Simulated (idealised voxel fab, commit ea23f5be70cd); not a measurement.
This is a process module. Its name is voxel lift off.
Section shown: cut. Width: 245 nm. Cell size: 5 nm, square.
Cross-section, as written here: a square-cell grid given band by band from the top down, where a band holds one or more rows of cells.
Each band's line starts with the height of the band's top and of its bottom, in nm. Then come its materials from left to right, each with its width in nm. One material with "edge to edge" fills the band from edge to edge. "blank" is empty space.
The reference from which all heights are counted is 0, the level beneath which the as-received wafer is entirely one material; the lowest band, having no lower bound, proceeds downward and is written after the example "top 0, no bottom".
Width "30->40": first value at the band's top row of cells, second value at its bottom row, equal change from row to row.
Reading "no modification" for a step: not a cell of the cross-section changed in it.
The entry titled "Voids, enclosed" provides the empty spaces that have no open way to the top, restricted to those of 8 cells or more. Each is presented as width x height at distance, the distance being measured from the left edge, with all three in nm.
Whatever follows a step's settings on its line is a remark the simulator itself makes about that step.
overlay nm: step with mask; distance mask lay right of planned place; negative value = left of planned place.
Planned process steps:
1) RECEIVE,material Si
2) CONFORMAL_DEP,material SiO2,thk nm 5
3) PATTERN,tone open,mask id LINES,material resist,width nm 30,pitch nm 55,thk nm 20,overlay nm 0
4) DIRECTIONAL_DEP,material Ru,thk nm 10
5) STRIP,etch materials resist
6) CONFORMAL_DEP,material SiO2,thk nm 5
Wafer at receipt (post step 1), cross-section:
* top 0, no bottom | Si edge to edge
* Voids, enclosed: none
Result of the module, cross-sectioned: start per above, plan per above, one error in how it was run:
* top 20, bottom 15 | 85 nm SiO2, 20 nm blank, 35 nm SiO2, 20 nm blank, 85 nm SiO2
* top 15, bottom 10 | 80 nm Ru, 5 nm SiO2, 20 nm blank, 5 nm SiO2, 25 nm Ru, 5 nm SiO2, 20 nm blank, 5 nm SiO2, 80 nm Ru
* top 10, bottom 5 | 80 nm Ru, 30 nm SiO2, 25 nm Ru, 30 nm SiO2, 80 nm Ru
* top 5, bottom 0 | SiO2 edge to edge
* top 0, no bottom | Si edge to edge
* Voids, enclosed: none
Where did the run depart from the plan? step 3 did not use the planned setting and instead ran as PATTERN,tone cover,mask id LINES,material resist,width nm 30,pitch nm 55,thk nm 20,overlay nm 0
